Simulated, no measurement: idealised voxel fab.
Documented hereafter: the process module known as voxel plated lines.
Cross-section cut spans 145 nm and uses square cells 5 nm in size.
Cross-section format: a grid of square cells, given as bands from top to bottom; each band is one or more rows of cells.
Heights first: top, then bottom, in nm. Then materials, left to right, each with a width in nm. "throughout" on a single material: fills the band edge to edge. "empty": empty space.
Heads up on the height convention: 0 is the point under which the incoming wafer is all one material, and the lowest band has no bottom, it just keeps going down, like "0 and below".
Top row gets the first number, bottom row gets the second, and each row in between changes by the same step: that is how a band width like "30 to 40" works.
Key: "everything unchanged" - step with no changed cell in the cross-section.
Closed empty spaces (no open way to the top) of 8 cells or more are what "Fully enclosed voids" lists, each as width x height at distance from the left edge, nm for all three.
Post-settings text on a step line: simulator's own remark regarding the step.
Steps that use a mask can have "overlay nm" on their line. It says how far the mask sat to the right of where it was meant to be. Negative means to the left.
# Planned step list for the process
1 RECEIVE, material Si
2 CONFORMAL_DEP, material Al2O3, thk nm 10
3 DIRECTIONAL_DEP, material TiN, thk nm 5
4 PATTERN, tone open, mask id LINES, material resist, width nm 30, pitch nm 45, thk nm 20, overlay nm 0
5 EPI, material Ru, thk nm 5
6 STRIP, etch materials resist
7 DIRECTIONAL_ETCH, etch materials TiN, depth nm 5
8 CONFORMAL_DEP, material SiO2, thk nm 5
# First wafer of two (run as planned)
# Incoming wafer in cross-section (state: after step 1)
0 and below  Si throughout
Fully enclosed voids: none
# Step 2 done - wafer cross-section
10 down to 0  Al2O3 throughout
Below 0, the layers are the same as they were.
# Step 3 done - wafer cross-section
15 down to 10  TiN throughout
Below 10, the layers are the same as they were.
# Step 4 done - wafer cross-section
35 down to 15  resist (35) | empty (30) | resist (15) | empty (30) | resist (35)
Below 15, the layers are the same as they were.
# Step 5 done - wafer cross-section
35 down to 20  resist (35) | empty (30) | resist (15) | empty (30) | resist (35)
20 down to 15  resist (35) | Ru (30) | resist (15) | Ru (30) | resist (35)
Below 15, the layers are the same as they were.
# Step 6 done - wafer cross-section
20 down to 15  empty (35) | Ru (30) | empty (15) | Ru (30) | empty (35)
Below 15, the layers are the same as they were.
# Step 7 done - wafer cross-section
20 down to 15  empty (35) | Ru (30) | empty (15) | Ru (30) | empty (35)
15 down to 10  empty (35) | TiN (30) | empty (15) | TiN (30) | empty (35)
Below 10, the layers are the same as they were.
# Step 8 done - wafer cross-section
25 down to 20  empty (30) | SiO2 (40) | empty (5) | SiO2 (40) | empty (30)
20 down to 15  empty (30) | SiO2 (5) | Ru (30) | SiO2 (5) | empty (5) | SiO2 (5) | Ru (30) | SiO2 (5) | empty (30)
15 down to 10  SiO2 (35) | TiN (30) | SiO2 (15) | TiN (30) | SiO2 (35)
Below 10, the layers are the same as they were.
# Wafer two: like wafer one in start and plan, but with one mistake in execution; identical up to and including step 6
# Second wafer, section view, time point: scheduled end of step 7
20 down to 15  empty (35) | Ru (30) | empty (15) | Ru (30) | empty (35)
15 down to 10  empty (35) | TiN (30) | empty (15) | TiN (30) | empty (35)
Below 10, the layers are the same as they were.
# Second wafer, section view, time point: scheduled end of step 8
25 down to 20  empty (30) | SiO2 (40) | empty (5) | SiO2 (40) | empty (30)
20 down to 15  empty (30) | SiO2 (5) | Ru (30) | SiO2 (5) | empty (5) | SiO2 (5) | Ru (30) | SiO2 (5) | empty (30)
15 down to 10  SiO2 (35) | TiN (30) | SiO2 (15) | TiN (30) | SiO2 (35)
Below 10, the layers are the same as they were.
Against the plan, the run slipped here: regarding the plan, step 7 was run twice
Final cross-sections of the two wafers are identical, so the mistake has no effect on what this model computes.
